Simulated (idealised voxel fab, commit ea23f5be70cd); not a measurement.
process module | voxel capacitor over wiring
cross-section cut | 190 nm wide | cells 5 nm
A cross-section is a grid of square cells, given in bands from the top down. A band is one or more rows of cells.
Each band's line starts with the height of the band's top and of its bottom, in nm. Then come its materials from left to right, each with its width in nm. One material with "throughout" fills the band from edge to edge. "air" is empty space.
Height 0 is the level under which the wafer as received is all one material. The lowest band goes on downwards, as in "0 down".
A width such as "30 to 40" changes by the same amount from each row of cells to the next, from the band's top row to its bottom row.
"no change" after a step means that no cell of the cross-section changed.
closed voids: empty space of 8 cells or more with no open way to the top, each as width x height at its distance from the left edge, in nm
after a step's settings: what the simulator itself notes on the step
overlay nm, on a step with a mask: how far to the right of its planned place the mask lay; to the left if negative
plan
1 op RECEIVE | material Si
2 op CONFORMAL_DEP | material SiO2 | thk nm 10
3 op DIRECTIONAL_DEP | material TiN | thk nm 5
4 op DIRECTIONAL_DEP | material W | thk nm 25
5 op DIRECTIONAL_DEP | material aC | thk nm 5
6 op PATTERN | tone cover | mask id METAL_1 | material resist | width nm 20 | pitch nm 75 | thk nm 30 | overlay nm 0
7 op DIRECTIONAL_ETCH | etch materials aC | depth nm 10
8 op STRIP | etch materials resist
9 op DIRECTIONAL_ETCH | etch materials W | depth nm 25
10 op DIRECTIONAL_ETCH | etch materials TiN | depth nm 5
11 op STRIP | etch materials aC
12 op FILL_DEP | material lowk | thk nm 10
13 op CMP | height nm 40
14 op CONFORMAL_DEP | material SiCN | thk nm 5
15 op DIRECTIONAL_DEP | material lowk | thk nm 15
16 op MASKED_ETCH | tone open | mask id PLUG_1 | width nm 15 | etch materials lowk | depth nm 15 | overlay nm 0
17 op MASKED_ETCH | tone open | mask id PLUG_1 | width nm 15 | etch materials SiCN | depth nm 5 | overlay nm 0
18 op CONFORMAL_DEP | material TiN | thk nm 5
19 op FILL_DEP | material Cu | thk nm 5
20 op CMP | height nm 60
21 op DIRECTIONAL_DEP | material TiN | thk nm 10
22 op DIRECTIONAL_DEP | material SiN | thk nm 5
23 op DIRECTIONAL_DEP | material TiN | thk nm 10
24 op PATTERN | tone cover | mask id UPPER_PLATE | material resist | width nm 60 | thk nm 15 | overlay nm 0
25 op DIRECTIONAL_ETCH | etch materials TiN | depth nm 10
26 op DIRECTIONAL_ETCH | etch materials SiN | depth nm 5
27 op STRIP | etch materials resist
28 op PATTERN | tone cover | mask id LOWER_PLATE | material resist | width nm 70 | thk nm 15 | overlay nm 0
29 op DIRECTIONAL_ETCH | etch materials TiN | depth nm 10
30 op STRIP | etch materials resist
31 op FILL_DEP | material SiO2 | thk nm 20
32 op CMP | height nm 100
33 op MASKED_ETCH | tone open | mask id PLUG_2 | width nm 15 | etch materials SiO2 | depth nm 15 | overlay nm 0
34 op CONFORMAL_DEP | material TiN | thk nm 5
35 op FILL_DEP | material Cu | thk nm 10
36 op CMP | height nm 100
37 op CONFORMAL_DEP | material SiCN | thk nm 5
varied across the wafers: thk nm of step 5. The plan shows the first wafer's value. All wafers start alike
first wafer as received, after step 1
  0 down: Si throughout
  closed voids: none
each wafer at the end: cells of each material gained (+) or lost (-) since it was received, then its closed voids
thk nm 5 | +5 Cu | +73 SiCN | +12 SiN | +307 SiO2 | +76 TiN | +40 W | +285 lowk | closed voids: none
thk nm 10 | +5 Cu | +73 SiCN | +12 SiN | +307 SiO2 | +76 TiN | +40 W | +285 lowk | closed voids: none
thk nm 15 | +5 Cu | +73 SiCN | +12 SiN | +307 SiO2 | +106 TiN | +190 W | +105 lowk | closed voids: none
thk nm 20 | +5 Cu | +73 SiCN | +12 SiN | +307 SiO2 | +106 TiN | +190 W | +105 lowk | closed voids: none
thk nm 25 | +5 Cu | +73 SiCN | +12 SiN | +307 SiO2 | +106 TiN | +190 W | +105 lowk | closed voids: none
